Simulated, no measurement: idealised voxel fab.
Documented hereafter: the process module known as voxel self aligned vias.
This is section cut - it's 160 nm across, gridded in 5 nm square cells.
A cross-section in this document is a grid of square cells, and it is written down as bands, the top band listed before the ones below it; a band is made up of one or more rows of cells.
The band entry comprises the height of the band's top followed by the height of its bottom, expressed in nm, and subsequently the band's materials from left to right, each stated together with its width in nm. Where a single material is marked with the word "all across", that material fills the band from edge to edge. The word "empty" represents empty space.
Height reference: 0 = level under which incoming wafer is all one material. Lowest band: no bottom, runs on downward, e.g. "z 0 and below".
The width entry "30..40" should be interpreted row by row: the top row of cells in the band takes the first number, the bottom row takes the second number, and the change between adjacent rows is uniform throughout.
"remained unchanged" (step): cross-section cells unchanged, all of them.
Any empty space of 8 cells or more lacking an open way to the top shows up in "Entrapped void list" as width x height at distance, distance from the left edge, in nm.
Step line, after settings: the simulator's comment on this step.
"overlay nm", when on a step's line for a step with a mask, measures how far to the right of its planned place the mask lay; a negative measure means to the left.

The following list gives the planned process steps
step 1: RECEIVE with material Si
step 2: CONFORMAL_DEP with material SiO2, thk nm 15
step 3: CONFORMAL_DEP with material SiCN, thk nm 5
step 4: DIRECTIONAL_DEP with material lowk, thk nm 20
step 5: MASKED_ETCH with tone open, mask id LINES, width nm 20, pitch nm 45, etch materials lowk, depth nm 20, overlay nm 0
step 6: CONFORMAL_DEP with material TiN, thk nm 5
step 7: FILL_DEP with material W, thk nm 5
step 8: CMP with height nm 40
step 9: SELECTIVE_ETCH with etch materials W Ru TiN, depth nm 10
step 10: FILL_DEP with material SiN, thk nm 5
step 11: CMP with height nm 40
step 12: DIRECTIONAL_DEP with material lowk, thk nm 15
step 13: PATTERN with tone open, mask id VIAS, material resist, width nm 30, pitch nm 45, thk nm 20, overlay nm 0
step 14: DIRECTIONAL_ETCH with etch materials lowk, depth nm 15
step 15: DIRECTIONAL_ETCH with etch materials SiN, depth nm 10
step 16: STRIP with etch materials resist
step 17: CONFORMAL_DEP with material TiN, thk nm 5
step 18: FILL_DEP with material Ru, thk nm 5
step 19: CMP with height nm 55
step 20: CONFORMAL_DEP with material SiN, thk nm 5

First out of two wafers; run went to plan

Cross-section: wafer on arrival = after step 1
    z 0 and below | Si all across
    Entrapped void list: none

Upon completion of step 2, the wafer appears in cross-section as shown
    z 15 to 0 | SiO2 all across
    Under the height 0 nothing was changed.

Upon completion of step 3, the wafer appears in cross-section as shown
    z 20 to 15 | SiCN all across
    Under the height 15 nothing was changed.

Upon completion of step 4, the wafer appears in cross-section as shown
    z 40 to 20 | lowk all across
    Under the height 20 nothing was changed.

Upon completion of step 5, the wafer appears in cross-section as shown
    z 40 to 20 | lowk 45; empty 20; lowk 25; empty 20; lowk 50
    Under the height 20 nothing was changed.

Upon completion of step 6, the wafer appears in cross-section as shown
    z 45 to 40 | TiN 50; empty 10; TiN 35; empty 10; TiN 55
    z 40 to 25 | lowk 45; TiN 5; empty 10; TiN 5; lowk 25; TiN 5; empty 10; TiN 5; lowk 50
    z 25 to 20 | lowk 45; TiN 20; lowk 25; TiN 20; lowk 50
    Under the height 20 nothing was changed.

Upon completion of step 7, the wafer appears in cross-section as shown
    z 50 to 45 | W all across
    z 45 to 40 | TiN 50; W 10; TiN 35; W 10; TiN 55
    z 40 to 25 | lowk 45; TiN 5; W 10; TiN 5; lowk 25; TiN 5; W 10; TiN 5; lowk 50
    Under the height 25 nothing was changed.

Upon completion of step 8, the wafer appears in cross-section as shown
    z 40 to 25 | lowk 45; TiN 5; W 10; TiN 5; lowk 25; TiN 5; W 10; TiN 5; lowk 50
    Under the height 25 nothing was changed.

Upon completion of step 9, the wafer appears in cross-section as shown
    z 40 to 30 | lowk 45; empty 20; lowk 25; empty 20; lowk 50
    Under the height 30 nothing was changed.

Upon completion of step 10, the wafer appears in cross-section as shown
    z 45 to 40 | SiN all across
    z 40 to 30 | lowk 45; SiN 20; lowk 25; SiN 20; lowk 50
    Under the height 30 nothing was changed.

Upon completion of step 11, the wafer appears in cross-section as shown
    z 40 to 30 | lowk 45; SiN 20; lowk 25; SiN 20; lowk 50
    Under the height 30 nothing was changed.

Upon completion of step 12, the wafer appears in cross-section as shown
    z 55 to 40 | lowk all across
    Under the height 40 nothing was changed.

Upon completion of step 13, the wafer appears in cross-section as shown
    z 75 to 55 | resist 40; empty 30; resist 15; empty 30; resist 45
    Under the height 55 nothing was changed.

Upon completion of step 14, the wafer appears in cross-section as shown
    z 75 to 55 | resist 40; empty 30; resist 15; empty 30; resist 45
    z 55 to 40 | lowk 40; empty 30; lowk 15; empty 30; lowk 45
    Under the height 40 nothing was changed.

Upon completion of step 15, the wafer appears in cross-section as shown
    z 75 to 55 | resist 40; empty 30; resist 15; empty 30; resist 45
    z 55 to 40 | lowk 40; empty 30; lowk 15; empty 30; lowk 45
    z 40 to 30 | lowk 45; empty 20; lowk 25; empty 20; lowk 50
    Under the height 30 nothing was changed.

Upon completion of step 16, the wafer appears in cross-section as shown
    z 55 to 40 | lowk 40; empty 30; lowk 15; empty 30; lowk 45
    Under the height 40 nothing was changed.

Upon completion of step 17, the wafer appears in cross-section as shown
    z 60 to 55 | TiN 45; empty 20; TiN 25; empty 20; TiN 50
    z 55 to 45 | lowk 40; TiN 5; empty 20; TiN 5; lowk 15; TiN 5; empty 20; TiN 5; lowk 45
    z 45 to 35 | lowk 40..45; TiN 10..5; empty 10; TiN 10..5; lowk 15..25; TiN 10..5; empty 10; TiN 10..5; lowk 45..50
    z 35 to 30 | lowk 45; TiN 20; lowk 25; TiN 20; lowk 50
    Under the height 30 nothing was changed.

Upon completion of step 18, the wafer appears in cross-section as shown
    z 65 to 60 | Ru all across
    z 60 to 55 | TiN 45; Ru 20; TiN 25; Ru 20; TiN 50
    z 55 to 45 | lowk 40; TiN 5; Ru 20; TiN 5; lowk 15; TiN 5; Ru 20; TiN 5; lowk 45
    z 45 to 35 | lowk 40..45; TiN 10..5; Ru 10; TiN 10..5; lowk 15..25; TiN 10..5; Ru 10; TiN 10..5; lowk 45..50
    Under the height 35 nothing was changed.

Upon completion of step 19, the wafer appears in cross-section as shown
    z 55 to 45 | lowk 40; TiN 5; Ru 20; TiN 5; lowk 15; TiN 5; Ru 20; TiN 5; lowk 45
    Under the height 45 nothing was changed.

Upon completion of step 20, the wafer appears in cross-section as shown
    z 60 to 55 | SiN all across
    Under the height 55 nothing was changed.

Okay, second wafer. Nothing different at the start, nothing different in the plan, just one mistake somewhere in the running. As far as step 13, counting that step, it's the first wafer all over again

Second wafer: cross-section at the scheduled end of step 14
    z 75 to 55 | resist 40; empty 30; resist 15; empty 30; resist 45
    z 55 to 40 | lowk 40; empty 30; lowk 15; empty 30; lowk 45
    z 40 to 30 | lowk 40; empty 5; SiN 20; empty 5; lowk 15; empty 5; SiN 20; empty 5; lowk 45
    z 30 to 25 | lowk 40; empty 5; TiN 5; W 10; TiN 5; empty 5; lowk 15; empty 5; TiN 5; W 10; TiN 5; empty 5; lowk 45
    Under the height 25 nothing was changed.

Second wafer: cross-section at the scheduled end of step 15
    z 75 to 55 | resist 40; empty 30; resist 15; empty 30; resist 45
    z 55 to 30 | lowk 40; empty 30; lowk 15; empty 30; lowk 45
    Under the height 30 nothing was changed.

Second wafer: cross-section at the scheduled end of step 16
    z 55 to 30 | lowk 40; empty 30; lowk 15; empty 30; lowk 45
    Under the height 30 nothing was changed.

Second wafer: cross-section at the scheduled end of step 17
    z 60 to 55 | TiN 45; empty 20; TiN 25; empty 20; TiN 50
    z 55 to 35 | lowk 40; TiN 5; empty 20; TiN 5; lowk 15; TiN 5; empty 20; TiN 5; lowk 45
    z 35 to 30 | lowk 40; TiN 30; lowk 15; TiN 30; lowk 45
    z 30 to 25 | lowk 40; TiN 10; W 10; TiN 10; lowk 15; TiN 10; W 10; TiN 10; lowk 45
    Under the height 25 nothing was changed.

Second wafer: cross-section at the scheduled end of step 18
    z 65 to 60 | Ru all across
    z 60 to 55 | TiN 45; Ru 20; TiN 25; Ru 20; TiN 50
    z 55 to 35 | lowk 40; TiN 5; Ru 20; TiN 5; lowk 15; TiN 5; Ru 20; TiN 5; lowk 45
    Under the height 35 nothing was changed.

Second wafer: cross-section at the scheduled end of step 19
    z 55 to 35 | lowk 40; TiN 5; Ru 20; TiN 5; lowk 15; TiN 5; Ru 20; TiN 5; lowk 45
    Under the height 35 nothing was changed.

Second wafer: cross-section at the scheduled end of step 20
    z 60 to 55 | SiN all across
    Under the height 55 nothing was changed.
Plan not followed: step 14 of the plan was performed twice
The closing comparison, in cells, has the second wafer with more or fewer of some materials than the first: +8 Ru | +4 TiN | -12 lowk
